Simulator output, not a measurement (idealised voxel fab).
Process module, titled voxel released beams
We display cut, a cross-section 170 nm in width whose square cells are each 5 nm.
Heads up, the way a cross-section reads in here is a grid of square cells, handed over as bands from the top down, with every band being one or more rows of cells.
Top height, bottom height, nm. Materials left to right, width each, nm. Single material + "full width" = fills band edge to edge. "empty" = empty.
Heights from 0 (as-received wafer is one material below). Bottom band endless downward, as "0 down".
A width such as "30..40" changes by the same amount from each row of cells to the next, from the band's top row to its bottom row.
"no alteration" -> step changed no cross-section cell.
Entry "Voids lacking openings" = empty spaces >= 8 cells with no open way to the top; each as width x height at distance, distance from left edge, all nm.
Step line, after settings: the simulator's comment on this step.
What "overlay nm" on a step's line means: if the step has a mask, that mask lay this far to the right of its planned place, or, when the value is negative, to the left.
-- These are the steps we planned for the process
1) RECEIVE: material Si
2) CONFORMAL_DEP: material Al2O3, thk nm 10
3) DIRECTIONAL_DEP: material SiO2, thk nm 20
4) PATTERN: tone open, mask id ANCHOR, material resist, width nm 30, thk nm 20, overlay nm 0
5) DIRECTIONAL_ETCH: etch materials SiO2, depth nm 20
6) STRIP: etch materials resist
7) CONFORMAL_DEP: material W, thk nm 10
8) PATTERN: tone cover, mask id BEAM, material resist, width nm 75, thk nm 15, overlay nm 0
9) DIRECTIONAL_ETCH: etch materials W, depth nm 10
10) STRIP: etch materials resist
11) STRIP: etch materials SiO2
-- Cross-section of the wafer at receipt, which is the condition after step 1
- 0 down: Si full width
- Voids lacking openings: none
-- The first of two wafers, cross-sectioned at the end of the module, with the run proceeding as planned
- 40 to 30: empty: 45, then W: 15, then empty: 10, then W: 50, then empty: 50
- 30 to 20: empty: 50, then W: 10, then empty: 10, then W: 10, then empty: 90
- 20 to 10: empty: 50, then W: 30, then empty: 90
- 10 to 0: Al2O3 full width
- 0 down: Si full width
- Voids lacking openings: none
-- Wafer two, end of module, cross-section. Same start, same plan as wafer one. One mistake in the run
- 40 to 30: empty: 40, then W: 20, then empty: 10, then W: 55, then empty: 45
- 30 to 20: empty: 50, then W: 10, then empty: 10, then W: 10, then empty: 90
- 20 to 10: empty: 50, then W: 30, then empty: 90
- 10 to 0: Al2O3 full width
- 0 down: Si full width
- Voids lacking openings: none
Here's what went sideways: step 8 did not use the planned setting and instead ran as PATTERN: tone cover, mask id BEAM, material resist, width nm 85, thk nm 15, overlay nm 0
Final difference in cells, second wafer against first, listed per material as more or fewer: W +4
